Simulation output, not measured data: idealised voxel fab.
Documented hereafter: the process module known as voxel released beams.
It is cross-section cut that appears here, measuring 250 nm in width, its square cells being 5 nm in size.
Throughout this document, each cross-section is represented as a grid of square cells and is presented as a sequence of bands enumerated from the top downward, where a band comprises one or more rows of cells. Heads up on the band format: heights come first, top then bottom, in nm. After that it's the materials left to right, each with its width in nm. A single material flagged "throughout" fills the whole band edge to edge, and "blank" means there's empty space there. Height reference: 0 = level under which incoming wafer is all one material. Lowest band: no bottom, runs on downward, e.g. "top 0, no bottom". A width given as "30->40" starts at the first number in the band's top row and ends at the second number in its bottom row, shifting by an equal amount at every step from row to row. Step note "left unchanged" = no cross-section cell changed. If an empty space has no open way to the top and is at least 8 cells in size, "Enclosed cavity list" lists it, written width x height at distance, where distance is measured from the left edge and every value is in nm. Post-settings text on a step line: simulator's own remark regarding the step. "overlay nm" on a masked step: distance the mask lay right of its planned place, negative for left.

# So here's the lineup of process steps we planned
1,RECEIVE | material Si
2,CONFORMAL_DEP | material SiN | thk nm 5
3,DIRECTIONAL_DEP | material SiO2 | thk nm 10
4,MASKED_ETCH | tone open | mask id ANCHOR | width nm 40 | etch materials SiO2 | depth nm 10 | overlay nm 0
5,CONFORMAL_DEP | material polySi | thk nm 15
6,DIRECTIONAL_DEP | material aC | thk nm 10
7,PATTERN | tone cover | mask id BEAM | material resist | width nm 115 | thk nm 25 | overlay nm 0
8,DIRECTIONAL_ETCH | etch materials aC | depth nm 10
9,STRIP | etch materials resist
10,DIRECTIONAL_ETCH | etch materials polySi | depth nm 15
11,STRIP | etch materials aC
12,STRIP | etch materials SiO2

# First wafer out of two, processed as planned

# Incoming wafer in cross-section (state: after step 1)
* top 0, no bottom  Si throughout
* Enclosed cavity list: none

# The wafer, seen in cross-section, after step 2
* top 5, bottom 0  SiN throughout
* Unchanged below 0.

# The wafer, seen in cross-section, after step 3
* top 15, bottom 5  SiO2 throughout
* Unchanged below 5.

# The wafer, seen in cross-section, after step 4
* top 15, bottom 5  SiO2 (70); blank (40); SiO2 (140)
* Unchanged below 5.

# The wafer, seen in cross-section, after step 5
* top 30, bottom 20  polySi (85); blank (10); polySi (155)
* top 20, bottom 15  polySi throughout
* top 15, bottom 5  SiO2 (70); polySi (40); SiO2 (140)
* Unchanged below 5.

# The wafer, seen in cross-section, after step 6
* top 40, bottom 30  aC (85); blank (10); aC (155)
* top 30, bottom 20  polySi (85); aC (10); polySi (155)
* Unchanged below 20.

# The wafer, seen in cross-section, after step 7
* top 65, bottom 40  blank (65); resist (115); blank (70)
* top 40, bottom 30  aC (85); resist (10); aC (155)
* Unchanged below 30.

# The wafer, seen in cross-section, after step 8
* top 55, bottom 40  blank (65); resist (115); blank (70)
* top 40, bottom 30  blank (65); aC (20); resist (10); aC (85); blank (70)
* Unchanged below 30.

# The wafer, seen in cross-section, after step 9
* top 40, bottom 30  blank (65); aC (20); blank (10); aC (85); blank (70)
* Unchanged below 30.

# The wafer, seen in cross-section, after step 10
* top 40, bottom 30  blank (65); aC (20); blank (10); aC (85); blank (70)
* top 30, bottom 20  blank (65); polySi (20); aC (10); polySi (85); blank (70)
* top 20, bottom 15  blank (65); polySi (115); blank (70)
* Unchanged below 15.

# The wafer, seen in cross-section, after step 11
* top 30, bottom 20  blank (65); polySi (20); blank (10); polySi (85); blank (70)
* Unchanged below 20.

# The wafer, seen in cross-section, after step 12
* top 30, bottom 20  blank (65); polySi (20); blank (10); polySi (85); blank (70)
* top 20, bottom 15  blank (65); polySi (115); blank (70)
* top 15, bottom 5  blank (70); polySi (40); blank (140)
* Unchanged below 5.

# The second wafer began exactly as the first did and followed the same plan, but one mistake was made while running it; through step 6 inclusive, the two wafers are identical

# Second wafer cross-section, taken as of the time the plan sets for step 7 to be done
* top 65, bottom 40  blank (75); resist (115); blank (60)
* top 40, bottom 30  aC (85); resist (10); aC (155)
* Unchanged below 30.

# Second wafer cross-section, taken as of the time the plan sets for step 8 to be done
* top 55, bottom 40  blank (75); resist (115); blank (60)
* top 40, bottom 30  blank (75); aC (10); resist (10); aC (95); blank (60)
* Unchanged below 30.

# Second wafer cross-section, taken as of the time the plan sets for step 9 to be done
* top 40, bottom 30  blank (75); aC (10); blank (10); aC (95); blank (60)
* Unchanged below 30.

# Second wafer cross-section, taken as of the time the plan sets for step 10 to be done
* top 40, bottom 30  blank (75); aC (10); blank (10); aC (95); blank (60)
* top 30, bottom 20  blank (75); polySi (10); aC (10); polySi (95); blank (60)
* top 20, bottom 15  blank (75); polySi (115); blank (60)
* Unchanged below 15.

# Second wafer cross-section, taken as of the time the plan sets for step 11 to be done
* top 30, bottom 20  blank (75); polySi (10); blank (10); polySi (95); blank (60)
* Unchanged below 20.

# Second wafer cross-section, taken as of the time the plan sets for step 12 to be done
* top 30, bottom 20  blank (75); polySi (10); blank (10); polySi (95); blank (60)
* top 20, bottom 15  blank (75); polySi (115); blank (60)
* top 15, bottom 5  blank (70); polySi (40); blank (140)
* Unchanged below 5.
It is concluded that the wafer was processed incorrectly with respect to the plan, in that step 7 off recipe, ran as PATTERN | tone cover | mask id BEAM | material resist | width nm 115 | thk nm 25 | overlay nm 10
Same inventory, different map: at the end, the second wafer holds as many cells of each material as the first, placed elsewhere.
